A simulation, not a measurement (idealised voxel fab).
Proc. module: voxel ribs on slabs
The figure presents cross-section cut, which has a width of 140 nm and is divided into square cells with an edge length of 5 nm.
Cross-section, as written here: a square-cell grid given band by band from the top down, where a band holds one or more rows of cells.
The entry gives the band's vertical extent as a top height and a bottom height in nm, then its horizontal make-up as materials from left to right, each with a width in nm. "air" stands for empty space; a single material marked "full width" fills the band edge to edge.
Heights are reckoned from 0. Under this level, the received wafer is all of one material. The bottommost band is open-ended downward, for example "0 and below".
Width spec "30..40" -> top row of cells at first value, bottom row at second value, equal per-row change in between.
Take "same as before" at face value: in the step it is given for, the cross-section changed in none of its cells.
The label "Enclosed void catalog" introduces a list of the empty spaces, 8 cells or larger, that have no open way up to the top; each entry in it reads width x height at distance, where the distance is taken from the left edge and all three are stated in nm.
Heads up: the bit after the settings on a step's line is the simulator's remark on that step.
"overlay nm", when on a step's line for a step with a mask, measures how far to the right of its planned place the mask lay; a negative measure means to the left.

# Planned step list for the process
| 1 | RECEIVE, material Si |
| 2 | DIRECTIONAL_DEP, material SiO2, thk nm 30 |
| 3 | DIRECTIONAL_DEP, material polySi, thk nm 15 |
| 4 | MASKED_ETCH, tone cover, mask id RIB, width nm 30, etch materials polySi, depth nm 5, overlay nm 0 |
| 5 | PATTERN, tone cover, mask id SLAB, material resist, width nm 90, thk nm 15, overlay nm -10 |
| 6 | DIRECTIONAL_ETCH, etch materials polySi, depth nm 10 |
| 7 | STRIP, etch materials resist |
| 8 | FILL_DEP, material SiO2, thk nm 30 |
| 9 | CMP, height nm 65 |
| 10 | DIRECTIONAL_DEP, material W, thk nm 10 |
| 11 | PATTERN, tone cover, mask id HEATER, material resist, width nm 40, thk nm 15, overlay nm 0 |
| 12 | DIRECTIONAL_ETCH, etch materials W, depth nm 10 |
| 13 | STRIP, etch materials resist |
| 14 | CONFORMAL_DEP, material SiO2, thk nm 10 |
The wafers in this document start out alike and differ in the overlay nm applied at step 5; the plan shows the value used for the first wafer.

# First of several wafers (as received, post step 1), cross-sectional view
    0 and below = Si full width
    Enclosed void catalog: none

# Heads up, this table goes wafer by wafer. A row tells you, at the end of the module, how many cells of each material that wafer has put on (+) or dropped (-) since it was received, and then its closed voids
overlay nm -10 | +386 SiO2 | +16 W | +42 polySi | Enclosed void catalog: none
overlay nm -5 | +386 SiO2 | +16 W | +42 polySi | Enclosed void catalog: none
overlay nm 0 | +386 SiO2 | +16 W | +42 polySi | Enclosed void catalog: none
overlay nm 5 | +386 SiO2 | +16 W | +42 polySi | Enclosed void catalog: none
overlay nm 10 | +386 SiO2 | +16 W | +42 polySi | Enclosed void catalog: none
